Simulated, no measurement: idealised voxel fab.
Process module, titled voxel gate over fins
Section cut is 240 nm wide and gridded with 5 nm square cells.
Cross-sections here: square-cell grids, written as top-down lists of bands, a band being one or more rows of cells.
Heights first: top, then bottom, in nm. Then materials, left to right, each with a width in nm. "everywhere" on a single material: fills the band edge to edge. "blank": empty space.
Counting heights begins at 0, where everything beneath is, in the wafer as received, one material. The lowest band has no bottom; it goes on downwards, as "0 and below" shows.
Note: "30..40" means the width goes from the first number (top row of the band) to the second number (bottom row) in equal steps per row of cells.
Step marked "no alterations made"? Then no cell in the cross-section changed in it.
Entry "Enclosed void entries" = empty spaces >= 8 cells with no open way to the top; each as width x height at distance, distance from left edge, all nm.
Text after the settings on a step's line: the simulator's own remark on that step.
The optional step-line setting "overlay nm" applies to steps with a mask and quantifies how far to the right of its planned location the mask lay, a negative value indicating leftward placement.

STEPS PLANNED FOR THE PROCESS
- 1: op RECEIVE | material Si
- 2: op CONFORMAL_DEP | material SiN | thk nm 5
- 3: op MASKED_ETCH | tone cover | mask id FINS | width nm 15 | pitch nm 40 | etch materials SiN | depth nm 5 | overlay nm 0
- 4: op MASKED_ETCH | tone cover | mask id FINS | width nm 15 | pitch nm 40 | etch materials Si | depth nm 40 | overlay nm 0
- 5: op OXIDIZE | depth nm 5
- 6: op FILL_DEP | material SiO2 | thk nm 15
- 7: op CMP | height nm 5
- 8: op SELECTIVE_ETCH | etch materials SiO2 | depth nm 15
- 9: op STRIP | etch materials SiN
- 10: op CONFORMAL_DEP | material HfO2 | thk nm 5
- 11: op CONFORMAL_DEP | material TiN | thk nm 5
- 12: op FILL_DEP | material W | thk nm 10
- 13: op CMP | height nm 15
- 14: op CONFORMAL_DEP | material SiCN | thk nm 5

OF TWO WAFERS, THE FIRST: RUN ACCORDING TO PLAN

SO THIS IS THE INCOMING WAFER IN CROSS-SECTION - IT'S ALREADY BEEN THROUGH STEP 1
* 0 and below = Si everywhere
* Enclosed void entries: none

STATE OF THE WAFER AFTER STEP 2, SHOWN IN CROSS-SECTION
* 5 down to 0 = SiN everywhere
* All layers under 0 are left as they were.

STATE OF THE WAFER AFTER STEP 3, SHOWN IN CROSS-SECTION
* 5 down to 0 = blank 50, then SiN 15, then blank 25, then SiN 15, then blank 25, then SiN 15, then blank 25, then SiN 15, then blank 55
* All layers under 0 are left as they were.

STATE OF THE WAFER AFTER STEP 4, SHOWN IN CROSS-SECTION
* 5 down to 0 = blank 50, then SiN 15, then blank 25, then SiN 15, then blank 25, then SiN 15, then blank 25, then SiN 15, then blank 55
* 0 down to -40 = blank 50, then Si 15, then blank 25, then Si 15, then blank 25, then Si 15, then blank 25, then Si 15, then blank 55
* All layers under -40 are left as they were.

STATE OF THE WAFER AFTER STEP 5, SHOWN IN CROSS-SECTION
* 5 down to 0 = blank 50, then SiN 15, then blank 25, then SiN 15, then blank 25, then SiN 15, then blank 25, then SiN 15, then blank 55
* 0 down to -40 = blank 50, then SiO2 5, then Si 5, then SiO2 5, then blank 25, then SiO2 5, then Si 5, then SiO2 5, then blank 25, then SiO2 5, then Si 5, then SiO2 5, then blank 25, then SiO2 5, then Si 5, then SiO2 5, then blank 55
* -40 down to -45 = SiO2 55, then Si 5, then SiO2 35, then Si 5, then SiO2 35, then Si 5, then SiO2 35, then Si 5, then SiO2 60
* All layers under -45 are left as they were.

STATE OF THE WAFER AFTER STEP 6, SHOWN IN CROSS-SECTION
* 20 down to 5 = SiO2 everywhere
* 5 down to 0 = SiO2 50, then SiN 15, then SiO2 25, then SiN 15, then SiO2 25, then SiN 15, then SiO2 25, then SiN 15, then SiO2 55
* 0 down to -45 = SiO2 55, then Si 5, then SiO2 35, then Si 5, then SiO2 35, then Si 5, then SiO2 35, then Si 5, then SiO2 60
* All layers under -45 are left as they were.

STATE OF THE WAFER AFTER STEP 7, SHOWN IN CROSS-SECTION
* 5 down to 0 = SiO2 50, then SiN 15, then SiO2 25, then SiN 15, then SiO2 25, then SiN 15, then SiO2 25, then SiN 15, then SiO2 55
* All layers under 0 are left as they were.

STATE OF THE WAFER AFTER STEP 8, SHOWN IN CROSS-SECTION
* 5 down to 0 = blank 50, then SiN 15, then blank 25, then SiN 15, then blank 25, then SiN 15, then blank 25, then SiN 15, then blank 55
* 0 down to -10 = blank 55, then Si 5, then blank 35, then Si 5, then blank 35, then Si 5, then blank 35, then Si 5, then blank 60
* All layers under -10 are left as they were.

STATE OF THE WAFER AFTER STEP 9, SHOWN IN CROSS-SECTION
* 0 down to -10 = blank 55, then Si 5, then blank 35, then Si 5, then blank 35, then Si 5, then blank 35, then Si 5, then blank 60
* All layers under -10 are left as they were.

STATE OF THE WAFER AFTER STEP 10, SHOWN IN CROSS-SECTION
* 5 down to 0 = blank 50, then HfO2 15, then blank 25, then HfO2 15, then blank 25, then HfO2 15, then blank 25, then HfO2 15, then blank 55
* 0 down to -5 = blank 50, then HfO2 5, then Si 5, then HfO2 5, then blank 25, then HfO2 5, then Si 5, then HfO2 5, then blank 25, then HfO2 5, then Si 5, then HfO2 5, then blank 25, then HfO2 5, then Si 5, then HfO2 5, then blank 55
* -5 down to -10 = HfO2 55, then Si 5, then HfO2 35, then Si 5, then HfO2 35, then Si 5, then HfO2 35, then Si 5, then HfO2 60
* All layers under -10 are left as they were.

STATE OF THE WAFER AFTER STEP 11, SHOWN IN CROSS-SECTION
* 10 down to 5 = blank 45, then TiN 25, then blank 15, then TiN 25, then blank 15, then TiN 25, then blank 15, then TiN 25, then blank 50
* 5 down to 0 = blank 45, then TiN 5, then HfO2 15, then TiN 5, then blank 15, then TiN 5, then HfO2 15, then TiN 5, then blank 15, then TiN 5, then HfO2 15, then TiN 5, then blank 15, then TiN 5, then HfO2 15, then TiN 5, then blank 50
* 0 down to -5 = TiN 50, then HfO2 5, then Si 5, then HfO2 5, then TiN 25, then HfO2 5, then Si 5, then HfO2 5, then TiN 25, then HfO2 5, then Si 5, then HfO2 5, then TiN 25, then HfO2 5, then Si 5, then HfO2 5, then TiN 55
* All layers under -5 are left as they were.

STATE OF THE WAFER AFTER STEP 12, SHOWN IN CROSS-SECTION
* 20 down to 10 = W everywhere
* 10 down to 5 = W 45, then TiN 25, then W 15, then TiN 25, then W 15, then TiN 25, then W 15, then TiN 25, then W 50
* 5 down to 0 = W 45, then TiN 5, then HfO2 15, then TiN 5, then W 15, then TiN 5, then HfO2 15, then TiN 5, then W 15, then TiN 5, then HfO2 15, then TiN 5, then W 15, then TiN 5, then HfO2 15, then TiN 5, then W 50
* All layers under 0 are left as they were.

STATE OF THE WAFER AFTER STEP 13, SHOWN IN CROSS-SECTION
* 15 down to 10 = W everywhere
* All layers under 10 are left as they were.

STATE OF THE WAFER AFTER STEP 14, SHOWN IN CROSS-SECTION
* 20 down to 15 = SiCN everywhere
* All layers under 15 are left as they were.

SECOND WAFER: SAME START AND SAME PLAN AS THE FIRST, ONE EXECUTION ERROR; IDENTICAL TO THE FIRST THROUGH STEP 2

SECOND WAFER SHOWN IN CROSS-SECTION AT THE TIME STEP 3 WAS SLATED TO END
* 5 down to 0 = blank 50, then SiN 20, then blank 20, then SiN 20, then blank 20, then SiN 20, then blank 20, then SiN 20, then blank 50
* All layers under 0 are left as they were.

SECOND WAFER SHOWN IN CROSS-SECTION AT THE TIME STEP 4 WAS SLATED TO END
* 5 down to 0 = blank 50, then SiN 20, then blank 20, then SiN 20, then blank 20, then SiN 20, then blank 20, then SiN 20, then blank 50
* 0 down to -40 = blank 50, then Si 20, then blank 20, then Si 20, then blank 20, then Si 20, then blank 20, then Si 20, then blank 50
* All layers under -40 are left as they were.

SECOND WAFER SHOWN IN CROSS-SECTION AT THE TIME STEP 5 WAS SLATED TO END
* 5 down to 0 = blank 50, then SiN 20, then blank 20, then SiN 20, then blank 20, then SiN 20, then blank 20, then SiN 20, then blank 50
* 0 down to -40 = blank 50, then SiO2 5, then Si 10, then SiO2 5, then blank 20, then SiO2 5, then Si 10, then SiO2 5, then blank 20, then SiO2 5, then Si 10, then SiO2 5, then blank 20, then SiO2 5, then Si 10, then SiO2 5, then blank 50
* -40 down to -45 = SiO2 55, then Si 10, then SiO2 30, then Si 10, then SiO2 30, then Si 10, then SiO2 30, then Si 10, then SiO2 55
* All layers under -45 are left as they were.

SECOND WAFER SHOWN IN CROSS-SECTION AT THE TIME STEP 6 WAS SLATED TO END
* 20 down to 5 = SiO2 everywhere
* 5 down to 0 = SiO2 50, then SiN 20, then SiO2 20, then SiN 20, then SiO2 20, then SiN 20, then SiO2 20, then SiN 20, then SiO2 50
* 0 down to -45 = SiO2 55, then Si 10, then SiO2 30, then Si 10, then SiO2 30, then Si 10, then SiO2 30, then Si 10, then SiO2 55
* All layers under -45 are left as they were.

SECOND WAFER SHOWN IN CROSS-SECTION AT THE TIME STEP 7 WAS SLATED TO END
* 5 down to 0 = SiO2 50, then SiN 20, then SiO2 20, then SiN 20, then SiO2 20, then SiN 20, then SiO2 20, then SiN 20, then SiO2 50
* All layers under 0 are left as they were.

SECOND WAFER SHOWN IN CROSS-SECTION AT THE TIME STEP 8 WAS SLATED TO END
* 5 down to 0 = blank 50, then SiN 20, then blank 20, then SiN 20, then blank 20, then SiN 20, then blank 20, then SiN 20, then blank 50
* 0 down to -10 = blank 55, then Si 10, then blank 30, then Si 10, then blank 30, then Si 10, then blank 30, then Si 10, then blank 55
* All layers under -10 are left as they were.

SECOND WAFER SHOWN IN CROSS-SECTION AT THE TIME STEP 9 WAS SLATED TO END
* 0 down to -10 = blank 55, then Si 10, then blank 30, then Si 10, then blank 30, then Si 10, then blank 30, then Si 10, then blank 55
* All layers under -10 are left as they were.

SECOND WAFER SHOWN IN CROSS-SECTION AT THE TIME STEP 10 WAS SLATED TO END
* 5 down to 0 = blank 50, then HfO2 20, then blank 20, then HfO2 20, then blank 20, then HfO2 20, then blank 20, then HfO2 20, then blank 50
* 0 down to -5 = blank 50, then HfO2 5, then Si 10, then HfO2 5, then blank 20, then HfO2 5, then Si 10, then HfO2 5, then blank 20, then HfO2 5, then Si 10, then HfO2 5, then blank 20, then HfO2 5, then Si 10, then HfO2 5, then blank 50
* -5 down to -10 = HfO2 55, then Si 10, then HfO2 30, then Si 10, then HfO2 30, then Si 10, then HfO2 30, then Si 10, then HfO2 55
* All layers under -10 are left as they were.

SECOND WAFER SHOWN IN CROSS-SECTION AT THE TIME STEP 11 WAS SLATED TO END
* 10 down to 5 = blank 45, then TiN 30, then blank 10, then TiN 30, then blank 10, then TiN 30, then blank 10, then TiN 30, then blank 45
* 5 down to 0 = blank 45, then TiN 5, then HfO2 20, then TiN 5, then blank 10, then TiN 5, then HfO2 20, then TiN 5, then blank 10, then TiN 5, then HfO2 20, then TiN 5, then blank 10, then TiN 5, then HfO2 20, then TiN 5, then blank 45
* 0 down to -5 = TiN 50, then HfO2 5, then Si 10, then HfO2 5, then TiN 20, then HfO2 5, then Si 10, then HfO2 5, then TiN 20, then HfO2 5, then Si 10, then HfO2 5, then TiN 20, then HfO2 5, then Si 10, then HfO2 5, then TiN 50
* All layers under -5 are left as they were.

SECOND WAFER SHOWN IN CROSS-SECTION AT THE TIME STEP 12 WAS SLATED TO END
* 20 down to 10 = W everywhere
* 10 down to 5 = W 45, then TiN 30, then W 10, then TiN 30, then W 10, then TiN 30, then W 10, then TiN 30, then W 45
* 5 down to 0 = W 45, then TiN 5, then HfO2 20, then TiN 5, then W 10, then TiN 5, then HfO2 20, then TiN 5, then W 10, then TiN 5, then HfO2 20, then TiN 5, then W 10, then TiN 5, then HfO2 20, then TiN 5, then W 45
* All layers under 0 are left as they were.

SECOND WAFER SHOWN IN CROSS-SECTION AT THE TIME STEP 13 WAS SLATED TO END
* 15 down to 10 = W everywhere
* All layers under 10 are left as they were.

SECOND WAFER SHOWN IN CROSS-SECTION AT THE TIME STEP 14 WAS SLATED TO END
* 20 down to 15 = SiCN everywhere
* All layers under 15 are left as they were.
What broke from the plan during processing? step 3 ran with different settings than intended, the actual operation and settings being op MASKED_ETCH | tone cover | mask id FINS | width nm 20 | pitch nm 40 | etch materials SiN | depth nm 5 | overlay nm 0
Cell-count delta at end, second wafer over first, by material: Si +36 | SiO2 -28 | W -8
